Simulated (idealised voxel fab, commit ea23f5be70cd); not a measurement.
Process module in this document: voxel capacitor over wiring
Section cut is 215 nm wide and gridded with 5 nm square cells.
A cross-section in this document is a grid of square cells, and it is written down as bands, the top band listed before the ones below it; a band is made up of one or more rows of cells.
For a band, the entry starts with two heights in nm, that of the top and then that of the bottom, and carries on with the band's materials in order from left to right, each alongside its width in nm; the word "edge to edge" beside a single material means it fills the band edge to edge, and "empty" means empty space.
Below 0: as-received wafer, all one material; heights counted from there. Lowest band: no bottom, goes on down, written "0..down".
The expression "30 to 40" gives the width at the extremes of the band, the first number at its top row of cells and the second at its bottom row, with the width changing by equal amounts from each row to the next in between.
Basically "remained the same" means that step didn't change any cell in the cross-section.
Reported under the label "Enclosed cavities" are the empty spaces having no open way to the top and comprising 8 cells or more; the notation for each is width x height at distance, in which the distance is measured from the left edge and all three values are in nm.
Past the settings on a step's line: simulator remark, on that step.
For masked steps, "overlay nm" on the step line gives how far right of plan the mask actually lay; a minus sign means it lay to the left.
THIS SECTION LISTS THE PROCESS STEPS THAT WERE PLANNED
1,RECEIVE, material Si
2,CONFORMAL_DEP, material SiO2, thk nm 15
3,DIRECTIONAL_DEP, material TiN, thk nm 5
4,DIRECTIONAL_DEP, material W, thk nm 20
5,MASKED_ETCH, tone cover, mask id METAL_1, width nm 20, pitch nm 90, etch materials W, depth nm 20, overlay nm 0
6,MASKED_ETCH, tone cover, mask id METAL_1, width nm 20, pitch nm 90, etch materials TiN, depth nm 5, overlay nm 0
7,FILL_DEP, material SiO2, thk nm 10
8,CMP, height nm 40
9,CONFORMAL_DEP, material SiCN, thk nm 5
10,DIRECTIONAL_DEP, material SiO2, thk nm 15
11,MASKED_ETCH, tone open, mask id PLUG_1, width nm 15, etch materials SiO2, depth nm 15, overlay nm 0
12,MASKED_ETCH, tone open, mask id PLUG_1, width nm 15, etch materials SiCN, depth nm 5, overlay nm 0
13,CONFORMAL_DEP, material TiN, thk nm 5
14,FILL_DEP, material Ru, thk nm 5
15,CMP, height nm 60
16,DIRECTIONAL_DEP, material TiN, thk nm 5
17,DIRECTIONAL_DEP, material HfO2, thk nm 5
18,DIRECTIONAL_DEP, material TiN, thk nm 5
19,PATTERN, tone cover, mask id UPPER_PLATE, material resist, width nm 75, thk nm 20, overlay nm 0
20,DIRECTIONAL_ETCH, etch materials TiN, depth nm 5
21,DIRECTIONAL_ETCH, etch materials HfO2, depth nm 5
22,STRIP, etch materials resist
23,MASKED_ETCH, tone cover, mask id LOWER_PLATE, width nm 85, etch materials TiN, depth nm 5, overlay nm 0
24,FILL_DEP, material SiO2, thk nm 15
25,CMP, height nm 85
26,MASKED_ETCH, tone open, mask id PLUG_2, width nm 15, etch materials SiO2, depth nm 10, overlay nm 0
27,CONFORMAL_DEP, material TiN, thk nm 5
28,FILL_DEP, material W, thk nm 10
29,CMP, height nm 85
30,CONFORMAL_DEP, material SiN, thk nm 5
THIS IS THE CROSS-SECTION OF THE WAFER AS WE RECEIVED IT, I.E. AFTER STEP 1
    0..down  Si edge to edge
    Enclosed cavities: none
SECTIONED VIEW, FIRST OF TWO WAFERS, AT THE CLOSE OF THE MODULE, PROCESSED AS INTENDED IN THE PLAN
    90..85  SiN edge to edge
    85..80  SiO2 65, TiN 5, W 5, TiN 5, SiO2 135
    80..70  SiO2 65 to 55, TiN 15 to 75, SiO2 135 to 85
    70..65  SiO2 55, HfO2 75, SiO2 85
    65..60  SiO2 50, TiN 85, SiO2 80
    60..45  SiO2 55, TiN 5, Ru 5, TiN 5, SiO2 145
    45..40  SiCN 55, TiN 15, SiCN 145
    40..20  SiO2 50, W 20, SiO2 70, W 20, SiO2 55
    20..15  SiO2 50, TiN 20, SiO2 70, TiN 20, SiO2 55
    15..0  SiO2 edge to edge
    0..down  Si edge to edge
    Enclosed cavities: none
WAFER TWO, SECTIONED AFTER THE MODULE: THE FIRST WAFER'S START, THE FIRST WAFER'S PLAN, AND ONE MISTAKE IN HOW IT WAS RUN
    90..85  SiN edge to edge
    85..80  SiO2 65, TiN 5, W 5, TiN 5, SiO2 135
    80..70  SiO2 65 to 55, TiN 15 to 75, SiO2 135 to 85
    70..65  SiO2 55, HfO2 75, SiO2 85
    65..60  SiO2 50, TiN 85, SiO2 80
    60..50  SiO2 55, TiN 5, Ru 5, TiN 5, SiO2 145
    50..45  SiO2 55, TiN 15, SiO2 145
    45..40  SiCN 55, TiN 10, SiCN 150
    40..20  SiO2 50, W 20, SiO2 70, W 20, SiO2 55
    20..15  SiO2 50, TiN 20, SiO2 70, TiN 20, SiO2 55
    15..0  SiO2 edge to edge
    0..down  Si edge to edge
    Enclosed cavities: none
Finding, execution versus plan: heads up, step 12 didn't go per plan, it actually ran as MASKED_ETCH, tone open, mask id PLUG_1, width nm 15, etch materials SiCN, depth nm 5, overlay nm -5
Looking at both finished wafers in cells, the second ends up ahead of or behind the first on some materials: -1 Ru | +1 SiCN
